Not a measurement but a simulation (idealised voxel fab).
Process module under the name voxel tone inversion
The width of the displayed cross-section, cut, is 225 nm; its cells are square, with a size of 5 nm.
Format of a cross-section: grid, square cells. Given as bands. Order: top down. Band: one or more rows of cells. Read a band's entry like this: the first values are the height of its top and the height of its bottom in nm, and what follows is the sequence of materials from left to right, each with its width in nm. Note that "air" is empty space, and that a single material marked "everywhere" reaches across the band from edge to edge. Beneath 0, the wafer as received is one material, and that level is where height counting begins. The lowest band goes on downward without a bottom; it is written like "0..down". Think of "30 to 40" as a width that walks from the first number to the second as you go down the band, top row to bottom row, taking equal-sized steps from row to row. The cross-section has no changed cell in any step marked "everything unchanged". Closed-off voids of 8+ cells (no open route to the top) go in "Unvented cavities", written width x height at distance from the left edge, in nm. Post-settings text on a step line: simulator's own remark regarding the step. Steps that use a mask can have "overlay nm" on their line. It says how far the mask sat to the right of where it was meant to be. Negative means to the left.

# Steps in the process plan
1,RECEIVE, material Si
2,CONFORMAL_DEP, material SiCN, thk nm 5
3,DIRECTIONAL_DEP, material polySi, thk nm 25
4,PATTERN, tone cover, mask id POSTS, material resist, width nm 15, pitch nm 50, thk nm 35, overlay nm 0
5,DIRECTIONAL_ETCH, etch materials polySi, depth nm 25
6,STRIP, etch materials resist
7,FILL_DEP, material lowk, thk nm 5
8,CMP, height nm 30
9,STRIP, etch materials polySi
Be aware that, although all wafers share a common starting state, the width nm at step 4 differs among them, and the plan displays the first wafer's value.

# Here's the first of the wafers in cross-section, just as we got it, i.e. after step 1
  0..down = Si everywhere
  Unvented cavities: none

# wafer rows; end of module; cells per material since receipt: (+) gained, (-) lost; then closed voids
width nm 15; +45 SiCN; +195 lowk; Unvented cavities: none
width nm 20; +45 SiCN; +185 lowk; Unvented cavities: none
width nm 25; +45 SiCN; +175 lowk; Unvented cavities: none
width nm 30; +45 SiCN; +165 lowk; Unvented cavities: none
width nm 35; +45 SiCN; +155 lowk; Unvented cavities: none
